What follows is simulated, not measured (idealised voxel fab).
The document below concerns the process module designated voxel capacitor over wiring.
cross-section cut | 280 nm wide | cells 5 nm
This document writes a cross-section as a grid whose cells are square, and gives it as bands, listed from the top down; one or more rows of cells form a band. The band entry comprises the height of the band's top followed by the height of its bottom, expressed in nm, and subsequently the band's materials from left to right, each stated together with its width in nm. Where a single material is marked with the word "all across", that material fills the band from edge to edge. The word "blank" represents empty space. Where do heights start? At 0: under that level the wafer as delivered is made of one material only. And the lowest band has no floor; it just carries on downward, as in "0..down". Per-row width for "30..40": begins at first number (top row of band), ends at second number (bottom row), increment between rows held constant. "changes: none" for a step: no cell of the cross-section changed in that step. Empty spaces without an open route to the top, at least 8 cells in extent, make up the entry "Sealed voids"; each is given as width x height at distance, where the distance is measured from the left edge, and all are in nm. after a step's settings: what the simulator itself notes on the step. Regarding "overlay nm": on a step with a mask, it is the distance the mask lay to the right of its planned place; a negative value places it to the left.

### Intended process steps
1. RECEIVE,material Si
2. CONFORMAL_DEP,material SiO2,thk nm 10
3. CONFORMAL_DEP,material SiN,thk nm 5
4. DIRECTIONAL_DEP,material SiO2,thk nm 15
5. PATTERN,tone open,mask id METAL_1,material resist,width nm 20,pitch nm 70,thk nm 15,overlay nm 0
6. DIRECTIONAL_ETCH,etch materials SiO2,depth nm 15
7. DIRECTIONAL_ETCH,etch materials SiN,depth nm 5
8. STRIP,etch materials resist
9. CONFORMAL_DEP,material TiN,thk nm 5
10. FILL_DEP,material W,thk nm 10
11. CMP,height nm 30
12. EPI,material Ru,thk nm 5
13. FILL_DEP,material SiCN,thk nm 5
14. DIRECTIONAL_DEP,material lowk,thk nm 10
15. DIRECTIONAL_DEP,material aC,thk nm 15
16. PATTERN,tone open,mask id PLUG_1,material resist,width nm 15,thk nm 35,overlay nm 0
17. DIRECTIONAL_ETCH,etch materials aC,depth nm 15
18. STRIP,etch materials resist
19. DIRECTIONAL_ETCH,etch materials lowk,depth nm 10
20. DIRECTIONAL_ETCH,etch materials SiCN,depth nm 5
21. STRIP,etch materials aC
22. CONFORMAL_DEP,material TiN,thk nm 5
23. FILL_DEP,material Ru,thk nm 10
24. CMP,height nm 50
25. DIRECTIONAL_DEP,material TiN,thk nm 5
26. DIRECTIONAL_DEP,material HfO2,thk nm 5
27. DIRECTIONAL_DEP,material TiN,thk nm 5
28. DIRECTIONAL_DEP,material aC,thk nm 10
29. PATTERN,tone cover,mask id UPPER_PLATE,material resist,width nm 55,thk nm 25,overlay nm 0
30. DIRECTIONAL_ETCH,etch materials aC,depth nm 10
31. STRIP,etch materials resist
32. DIRECTIONAL_ETCH,etch materials TiN,depth nm 5
33. DIRECTIONAL_ETCH,etch materials HfO2,depth nm 5
34. STRIP,etch materials aC
35. MASKED_ETCH,tone cover,mask id LOWER_PLATE,width nm 65,etch materials TiN,depth nm 5,overlay nm 0
36. FILL_DEP,material SiO2,thk nm 15
37. CMP,height nm 75
38. DIRECTIONAL_DEP,material aC,thk nm 15
39. PATTERN,tone open,mask id PLUG_2,material resist,width nm 15,thk nm 30,overlay nm 0
40. DIRECTIONAL_ETCH,etch materials aC,depth nm 15
41. STRIP,etch materials resist
42. DIRECTIONAL_ETCH,etch materials SiO2,depth nm 10
43. STRIP,etch materials aC
44. CONFORMAL_DEP,material TiN,thk nm 5
45. FILL_DEP,material Cu,thk nm 10
46. CMP,height nm 75
47. CONFORMAL_DEP,material SiCN,thk nm 5
For this document, wafers share an identical start and vary in the step 39 width nm; the plan quotes the first wafer's value.

### Cross-section of the first of several received wafers, showing its state after step 1
> 0..down  Si all across
> Sealed voids: none

### Module finished, last step 47 done: cross-section of the first of several wafers
> 80..75  SiCN all across
> 75..70  SiO2=110 / TiN=5 / Cu=5 / TiN=5 / SiO2=155
> 70..60  SiO2=110..100 / TiN=15..55 / SiO2=155..125
> 60..55  SiO2=100 / HfO2=55 / SiO2=125
> 55..50  SiO2=95 / TiN=65 / SiO2=120
> 50..40  lowk=100 / TiN=5 / Ru=5 / TiN=5 / lowk=165
> 40..35  SiCN=100 / TiN=15 / SiCN=165
> 35..30  SiCN=90 / Ru=30 / SiCN=40 / Ru=30 / SiCN=90
> 30..15  SiO2=95 / TiN=5 / W=10 / TiN=5 / SiO2=50 / TiN=5 / W=10 / TiN=5 / SiO2=95
> 15..10  SiN=95 / TiN=20 / SiN=50 / TiN=20 / SiN=95
> 10..0  SiO2 all across
> 0..down  Si all across
> Sealed voids: none

### Cross-section, module end, final of several wafers
> 80..75  SiCN all across
> 75..70  SiO2=105 / TiN=5 / Cu=20 / TiN=5 / SiO2=145
> 70..60  SiO2=105..100 / TiN=30..55 / SiO2=145..125
> 60..55  SiO2=100 / HfO2=55 / SiO2=125
> 55..50  SiO2=95 / TiN=65 / SiO2=120
> 50..40  lowk=100 / TiN=5 / Ru=5 / TiN=5 / lowk=165
> 40..35  SiCN=100 / TiN=15 / SiCN=165
> 35..30  SiCN=90 / Ru=30 / SiCN=40 / Ru=30 / SiCN=90
> 30..15  SiO2=95 / TiN=5 / W=10 / TiN=5 / SiO2=50 / TiN=5 / W=10 / TiN=5 / SiO2=95
> 15..10  SiN=95 / TiN=20 / SiN=50 / TiN=20 / SiN=95
> 10..0  SiO2 all across
> 0..down  Si all across
> Sealed voids: none

### Below is a per-wafer table. In it, each row describes the wafer at the end of the module by giving, for each material, the number of cells gained (+) or lost (-) since the wafer was received, and after that the closed voids of the wafer
width nm 15, +1 Cu, +11 HfO2, +14 Ru, +153 SiCN, +48 SiN, +495 SiO2, +56 TiN, +12 W, +106 lowk, Sealed voids: none
width nm 20, +2 Cu, +11 HfO2, +14 Ru, +153 SiCN, +48 SiN, +493 SiO2, +57 TiN, +12 W, +106 lowk, Sealed voids: none
width nm 25, +3 Cu, +11 HfO2, +14 Ru, +153 SiCN, +48 SiN, +491 SiO2, +58 TiN, +12 W, +106 lowk, Sealed voids: none
width nm 30, +4 Cu, +11 HfO2, +14 Ru, +153 SiCN, +48 SiN, +489 SiO2, +59 TiN, +12 W, +106 lowk, Sealed voids: none
